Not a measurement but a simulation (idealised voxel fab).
The process module presented herein is designated voxel self aligned vias.
Shown is cross-section cut, with a width of 210 nm and square cells of size 5 nm.
How to read a cross-section here: the picture is a grid of square cells, written as bands going from the top down, and any band can span one or more rows of cells. Band: top and bottom heights (nm) first, top before bottom; then materials from left to right, widths in nm. "throughout" marks a sole material filling the band edge to edge. "empty" denotes empty space. All heights in this document are referenced to 0, defined as the level beneath which the wafer, as received, consists entirely of one material. The lowest band is not bounded below; it extends indefinitely downward and is written in the form "0 and below". Read "30 to 40" as a graded width: first number on top, second number at the bottom, same change between each pair of neighbouring rows. For the purposes of this document, the phrase "no modifications" attached to a step denotes that no cell within the cross-section was modified by that step. "Tabulated closed voids" contains a list of empty spaces, each no smaller than 8 cells and without an open way to the top, written in the form width x height at distance with the distance from the left edge and all three in nm. The remark found on a step's line after its settings is issued by the simulator itself and pertains to that step. What "overlay nm" on a step's line means: if the step has a mask, that mask lay this far to the right of its planned place, or, when the value is negative, to the left.

**Process steps (planned)**
step 1: RECEIVE [material Si]
step 2: CONFORMAL_DEP [material SiO2] [thk nm 10]
step 3: CONFORMAL_DEP [material SiCN] [thk nm 5]
step 4: DIRECTIONAL_DEP [material SiO2] [thk nm 30]
step 5: DIRECTIONAL_DEP [material aC] [thk nm 10]
step 6: PATTERN [tone open] [mask id LINES] [material resist] [width nm 25] [pitch nm 55] [thk nm 25] [overlay nm 0]
step 7: DIRECTIONAL_ETCH [etch materials aC] [depth nm 10]
step 8: STRIP [etch materials resist]
step 9: DIRECTIONAL_ETCH [etch materials SiO2] [depth nm 20]
step 10: STRIP [etch materials aC]
step 11: CONFORMAL_DEP [material TiN] [thk nm 5]
step 12: FILL_DEP [material Ru] [thk nm 5]
step 13: CMP [height nm 45]
step 14: SELECTIVE_ETCH [etch materials W Ru TiN] [depth nm 10]
step 15: FILL_DEP [material SiN] [thk nm 5]
step 16: CMP [height nm 45]
step 17: DIRECTIONAL_DEP [material SiO2] [thk nm 15]
step 18: PATTERN [tone open] [mask id VIAS] [material resist] [width nm 35] [thk nm 15] [overlay nm 0]
step 19: DIRECTIONAL_ETCH [etch materials SiO2] [depth nm 15]
step 20: DIRECTIONAL_ETCH [etch materials SiN] [depth nm 10]
step 21: STRIP [etch materials resist]
step 22: CONFORMAL_DEP [material TiN] [thk nm 5]
step 23: FILL_DEP [material W] [thk nm 10]
step 24: CMP [height nm 60]
step 25: CONFORMAL_DEP [material SiN] [thk nm 5]
What sets these wafers apart? The depth nm at step 9. They all start alike, and the plan carries the first wafer's value.

**Step 1 complete: as-received cross-section of the first of several wafers**
- 0 and below | Si throughout
- Tabulated closed voids: none

**Cross-section, first of several wafers, end of module, after last step 25**
- 65 down to 60 | SiN throughout
- 60 down to 50 | SiO2 60; TiN 5; W 25; TiN 5; SiO2 115
- 50 down to 45 | SiO2 60; TiN 10; W 15; TiN 10; SiO2 115
- 45 down to 40 | SiO2 65; TiN 5; W 15; TiN 5; SiO2 30; SiN 25; SiO2 65
- 40 down to 35 | SiO2 65; TiN 25; SiO2 30; SiN 25; SiO2 65
- 35 down to 30 | SiO2 65; TiN 5; Ru 15; TiN 5; SiO2 30; TiN 5; Ru 15; TiN 5; SiO2 65
- 30 down to 25 | SiO2 65; TiN 25; SiO2 30; TiN 25; SiO2 65
- 25 down to 15 | SiO2 throughout
- 15 down to 10 | SiCN throughout
- 10 down to 0 | SiO2 throughout
- 0 and below | Si throughout
- Tabulated closed voids: none

**End of module: cross-section, last of several wafers**
- 65 down to 60 | SiN throughout
- 60 down to 50 | SiO2 60; TiN 5; W 25; TiN 5; SiO2 115
- 50 down to 45 | SiO2 60; TiN 10; W 15; TiN 10; SiO2 115
- 45 down to 40 | SiO2 65; TiN 5; W 15; TiN 5; SiO2 30; SiN 25; SiO2 65
- 40 down to 35 | SiO2 65; TiN 25; SiO2 30; SiN 25; SiO2 65
- 35 down to 20 | SiO2 65; TiN 5; Ru 15; TiN 5; SiO2 30; TiN 5; Ru 15; TiN 5; SiO2 65
- 20 down to 15 | SiO2 65; TiN 25; SiO2 30; TiN 25; SiO2 65
- 15 down to 10 | SiCN throughout
- 10 down to 0 | SiO2 throughout
- 0 and below | Si throughout
- Tabulated closed voids: none

**Note: the following table is arranged by wafer, a row apiece. Each row reports the end-of-module state: per material, cells gained (+) or cells lost (-) compared with the wafer as received; closed voids follow**
depth nm 20 | +6 Ru | +42 SiCN | +52 SiN | +401 SiO2 | +29 TiN | +16 W | Tabulated closed voids: none
depth nm 25 | +12 Ru | +42 SiCN | +52 SiN | +391 SiO2 | +33 TiN | +16 W | Tabulated closed voids: none
depth nm 30 | +18 Ru | +42 SiCN | +52 SiN | +381 SiO2 | +37 TiN | +16 W | Tabulated closed voids: none
depth nm 35 | +18 Ru | +42 SiCN | +52 SiN | +381 SiO2 | +37 TiN | +16 W | Tabulated closed voids: none
depth nm 40 | +18 Ru | +42 SiCN | +52 SiN | +381 SiO2 | +37 TiN | +16 W | Tabulated closed voids: none
depth nm 45 | +18 Ru | +42 SiCN | +52 SiN | +381 SiO2 | +37 TiN | +16 W | Tabulated closed voids: none
